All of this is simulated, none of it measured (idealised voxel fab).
Process module heading - voxel spacer lines
Cross-section cut spans 260 nm and uses square cells 5 nm in size.
Cross-section, as written here: a square-cell grid given band by band from the top down, where a band holds one or more rows of cells. In this notation a band is specified by the heights of its top and bottom, in that order and in nm, after which its materials appear from left to right, each paired with its width in nm. The word "full width" attached to a single material means that material fills the band from edge to edge; the word "air" stands for empty space. Basically, 0 is our baseline, since under it the wafer straight out of the box is all one material. The bottom band has no lower end and keeps on going down, so it looks like "top 0, no bottom". A width given as "30->40" starts at the first number in the band's top row and ends at the second number in its bottom row, shifting by an equal amount at every step from row to row. The cross-section has no changed cell in any step marked "stayed the same". "Fully enclosed voids" specifies each empty space that is not open to the top and that occupies no fewer than 8 cells, using the form width x height at distance, the distance measured from the left edge and all three quantities in nm. That trailing text on a step's line, after the settings, is the simulator's own remark on the step. For masked steps, "overlay nm" on the step line gives how far right of plan the mask actually lay; a minus sign means it lay to the left.

### This section lists the process steps that were planned
1 RECEIVE | material Si
2 CONFORMAL_DEP | material Al2O3 | thk nm 10
3 DIRECTIONAL_DEP | material W | thk nm 10
4 DIRECTIONAL_DEP | material aC | thk nm 30
5 PATTERN | tone cover | mask id MANDREL | material resist | width nm 20 | pitch nm 60 | thk nm 40 | overlay nm 0
6 DIRECTIONAL_ETCH | etch materials aC | depth nm 30
7 STRIP | etch materials resist
8 CONFORMAL_DEP | material SiO2 | thk nm 10
9 DIRECTIONAL_ETCH | etch materials SiO2 | depth nm 10
10 STRIP | etch materials aC
11 DIRECTIONAL_ETCH | etch materials W | depth nm 10
12 STRIP | etch materials SiO2
13 FILL_DEP | material lowk | thk nm 5
14 CMP | height nm 20

### Received-state cross-section, reflecting completion of step 1
    top 0, no bottom  Si full width
    Fully enclosed voids: none

### End-of-module XS, first of two wafers, run as planned
    top 20, bottom 10  lowk: 50, then W: 10, then lowk: 20, then W: 10, then lowk: 20, then W: 10, then lowk: 20, then W: 10, then lowk: 20, then W: 10, then lowk: 20, then W: 10, then lowk: 50
    top 10, bottom 0  Al2O3 full width
    top 0, no bottom  Si full width
    Fully enclosed voids: none

### Cross-section, second wafer: same start as the first, same plan as the first, one mistake in running it; taken at the end of the module
    top 20, bottom 10  aC full width
    top 10, bottom 0  Al2O3 full width
    top 0, no bottom  Si full width
    Fully enclosed voids: none
What was done differently from what was planned? sequence error: steps 3 and 4 interchanged
FYI, end of process, the second wafer has more or fewer cells of some materials than the first: W: 24 fewer, aC: 104 more, lowk: 80 fewer
